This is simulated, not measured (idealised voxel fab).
The process module presented herein is designated voxel gate over fins.
Cross-section cut: width 295 nm, square cells of 5 nm.
Cross-sections here: square-cell grids, written as top-down lists of bands, a band being one or more rows of cells. Heights first: top, then bottom, in nm. Then materials, left to right, each with a width in nm. "everywhere" on a single material: fills the band edge to edge. "empty": empty space. Measure heights from 0. That's the level where, below it, the as-received wafer is all one material. The lowest band is bottomless and extends downward; write it as in "top 0, no bottom". So if you see something like "30 to 40" for the width, read it as the top row of the band sitting at the first number and the bottom row at the second, with every row in between moving by the same amount as the last. The designation "remained unchanged", where it is given for a processing step, indicates that no cell of the cross-section was altered in the course of that step. Closed-off voids of 8+ cells (no open route to the top) go in "Closed cavities", written width x height at distance from the left edge, in nm. after a step's settings: what the simulator itself notes on the step. "overlay nm" denotes, for a step that has a mask, the displacement of the mask to the right of its planned place, with negative values corresponding to the left.
### Here's what the planned process steps look like
step 1: RECEIVE | material Si
step 2: CONFORMAL_DEP | material SiN | thk nm 10
step 3: DIRECTIONAL_DEP | material aC | thk nm 15
step 4: PATTERN | tone cover | mask id FINS | material resist | width nm 15 | pitch nm 60 | thk nm 30 | overlay nm 0
step 5: DIRECTIONAL_ETCH | etch materials aC | depth nm 15
step 6: STRIP | etch materials resist
step 7: DIRECTIONAL_ETCH | etch materials SiN | depth nm 10
step 8: DIRECTIONAL_ETCH | etch materials Si | depth nm 35
step 9: STRIP | etch materials aC
step 10: FILL_DEP | material SiO2 | thk nm 15
step 11: CMP | height nm 10
step 12: DIRECTIONAL_DEP | material aC | thk nm 15
step 13: PATTERN | tone open | mask id RAIL | material resist | width nm 15 | thk nm 30 | overlay nm 0
step 14: DIRECTIONAL_ETCH | etch materials aC | depth nm 15
step 15: STRIP | etch materials resist
step 16: DIRECTIONAL_ETCH | etch materials SiO2 | depth nm 40
step 17: STRIP | etch materials aC
step 18: CONFORMAL_DEP | material TiN | thk nm 5
step 19: FILL_DEP | material W | thk nm 10
step 20: CMP | height nm 10
step 21: SELECTIVE_ETCH | etch materials W Ru TiN | depth nm 25
step 22: FILL_DEP | material SiO2 | thk nm 5
step 23: CMP | height nm 10
step 24: SELECTIVE_ETCH | etch materials SiO2 | depth nm 20
step 25: STRIP | etch materials SiN
step 26: CONFORMAL_DEP | material HfO2 | thk nm 5
step 27: CONFORMAL_DEP | material TiN | thk nm 5
step 28: CONFORMAL_DEP | material TiAl | thk nm 5
step 29: CONFORMAL_DEP | material TiN | thk nm 5
step 30: FILL_DEP | material W | thk nm 10
step 31: CMP | height nm 25
step 32: CONFORMAL_DEP | material SiCN | thk nm 5
### Cross-section of the wafer upon arrival, representing the state reached after step 1
  top 0, no bottom  Si everywhere
  Closed cavities: none
### Looking at the first of two wafers in cross-section at end of module - ran to plan
  top 30, bottom 25  SiCN everywhere
  top 25, bottom 20  W everywhere
  top 20, bottom 15  90 of W, 55 of TiN, 5 of W, 55 of TiN, 90 of W
  top 15, bottom 10  90 of W, 5 of TiN, 45 of TiAl, 5 of TiN, 5 of W, 5 of TiN, 45 of TiAl, 5 of TiN, 90 of W
  top 10, bottom 5  95 of TiN, 5 of TiAl, 35 of TiN, 5 of TiAl, 15 of TiN, 5 of TiAl, 35 of TiN, 5 of TiAl, 95 of TiN
  top 5, bottom 0  100 of TiAl, 5 of TiN, 25 of HfO2, 5 of TiN, 25 of TiAl, 5 of TiN, 25 of HfO2, 5 of TiN, 100 of TiAl
  top 0, bottom -5  105 of TiN, 5 of HfO2, 15 of Si, 5 of HfO2, 35 of TiN, 5 of HfO2, 15 of Si, 5 of HfO2, 105 of TiN
  top -5, bottom -10  110 of HfO2, 15 of Si, 45 of HfO2, 15 of Si, 110 of HfO2
  top -10, bottom -15  110 of SiO2, 15 of Si, 45 of SiO2, 15 of Si, 110 of SiO2
  top -15, bottom -25  110 of SiO2, 15 of Si, 15 of SiO2, 5 of TiN, 5 of W, 5 of TiN, 15 of SiO2, 15 of Si, 110 of SiO2
  top -25, bottom -30  110 of SiO2, 15 of Si, 15 of SiO2, 15 of TiN, 15 of SiO2, 15 of Si, 110 of SiO2
  top -30, bottom -35  110 of SiO2, 15 of Si, 45 of SiO2, 15 of Si, 110 of SiO2
  top -35, no bottom  Si everywhere
  Closed cavities: none
### End of module, second wafer, cross-section. Started like the first, planned like the first, run with one mistake
  top 30, bottom 25  SiCN everywhere
  top 25, bottom 20  W everywhere
  top 20, bottom 15  90 of W, 55 of TiN, 5 of W, 55 of TiN, 90 of W
  top 15, bottom 10  90 of W, 5 of TiN, 45 of TiAl, 5 of TiN, 5 of W, 5 of TiN, 45 of TiAl, 5 of TiN, 90 of W
  top 10, bottom 5  95 of TiN, 5 of TiAl, 35 of TiN, 5 of TiAl, 15 of TiN, 5 of TiAl, 35 of TiN, 5 of TiAl, 95 of TiN
  top 5, bottom 0  100 of TiAl, 5 of TiN, 25 of HfO2, 5 of TiN, 25 of TiAl, 5 of TiN, 25 of HfO2, 5 of TiN, 100 of TiAl
  top 0, bottom -5  105 of TiN, 5 of HfO2, 15 of Si, 5 of HfO2, 35 of TiN, 5 of HfO2, 15 of Si, 5 of HfO2, 105 of TiN
  top -5, bottom -10  110 of HfO2, 15 of Si, 45 of HfO2, 15 of Si, 110 of HfO2
  top -10, bottom -15  110 of SiO2, 15 of Si, 45 of SiO2, 15 of Si, 110 of SiO2
  top -15, bottom -25  110 of SiO2, 15 of Si, 15 of SiO2, 5 of TiN, 5 of W, 5 of TiN, 15 of SiO2, 15 of Si, 110 of SiO2
  top -25, bottom -30  110 of SiO2, 15 of Si, 15 of SiO2, 15 of TiN, 15 of SiO2, 15 of Si, 110 of SiO2
  top -30, bottom -70  110 of SiO2, 15 of Si, 45 of SiO2, 15 of Si, 110 of SiO2
  top -70, no bottom  Si everywhere
  Closed cavities: none
Deviation from plan: step 8 of the plan was carried out twice
Heads up, by the end the second wafer has more or fewer cells of some materials compared to the first: Si: 371 fewer | SiO2: 371 more
